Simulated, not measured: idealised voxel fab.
The document below concerns the process module designated voxel quadruple lines.
Displayed cross-section: cut, width of 270 nm, square cells sized 5 nm.
Cross-section layout: square cells on a grid; listed as bands, top to bottom; a band spans one or more cell rows. Read a band's entry like this: the first values are the height of its top and the height of its bottom in nm, and what follows is the sequence of materials from left to right, each with its width in nm. Note that "air" is empty space, and that a single material marked "full width" reaches across the band from edge to edge. A quick word on heights: they are counted from 0, and under that level the wafer as it came to us is one material throughout. The lowest band is different from the rest in having no bottom; it simply continues downward, written as in "0 nm and below". Width spec "30->40" -> top row of cells at first value, bottom row at second value, equal per-row change in between. Take "same as before" at face value: in the step it is given for, the cross-section changed in none of its cells. Under "Listed closed voids" you'll find the enclosed gaps, the ones with no way out to the top, that are 8 cells or bigger; each reads width x height at distance, with distance counted from the left edge, everything in nm. The remark found on a step's line after its settings is issued by the simulator itself and pertains to that step. If you see "overlay nm" on a step's line and that step has a mask, it's telling you how far right of where it was planned the mask ended up; a negative number means it went left instead.

-- Process steps (planned)
| 1 | op RECEIVE | material Si |
| 2 | op CONFORMAL_DEP | material SiO2 | thk nm 5 |
| 3 | op DIRECTIONAL_DEP | material Ru | thk nm 10 |
| 4 | op DIRECTIONAL_DEP | material polySi | thk nm 15 |
| 5 | op DIRECTIONAL_DEP | material aC | thk nm 25 |
| 6 | op PATTERN | tone cover | mask id MANDREL | material resist | width nm 30 | pitch nm 80 | thk nm 30 | overlay nm 0 |
| 7 | op DIRECTIONAL_ETCH | etch materials aC | depth nm 25 |
| 8 | op STRIP | etch materials resist |
| 9 | op CONFORMAL_DEP | material SiO2 | thk nm 10 |
| 10 | op DIRECTIONAL_ETCH | etch materials SiO2 | depth nm 10 |
| 11 | op STRIP | etch materials aC |
| 12 | op DIRECTIONAL_ETCH | etch materials polySi | depth nm 15 |
| 13 | op STRIP | etch materials SiO2 |
| 14 | op CONFORMAL_DEP | material SiCN | thk nm 10 |
| 15 | op DIRECTIONAL_ETCH | etch materials SiCN | depth nm 10 |
| 16 | op STRIP | etch materials polySi |
| 17 | op DIRECTIONAL_ETCH | etch materials Ru | depth nm 10 |
| 18 | op STRIP | etch materials SiCN |
All wafers enter the flow in the same state. The thk nm at step 2 differs from wafer to wafer, and the plan gives the value for the first wafer.

-- Cross-section: the first of several wafers in its as-received state, i.e. following step 1
  0 nm and below: Si full width
  Listed closed voids: none

-- Quick key for the table: a row per wafer, taken at the end of the module. For each material it tells you how many cells the wafer gained (+) or lost (-) since it came in, and the closed voids come after
thk nm 5; +32 Ru; +54 SiO2; Listed closed voids: none
thk nm 10; +32 Ru; +108 SiO2; Listed closed voids: none
thk nm 15; +32 Ru; +162 SiO2; Listed closed voids: none
thk nm 20; +32 Ru; +216 SiO2; Listed closed voids: none
thk nm 25; +32 Ru; +270 SiO2; Listed closed voids: none
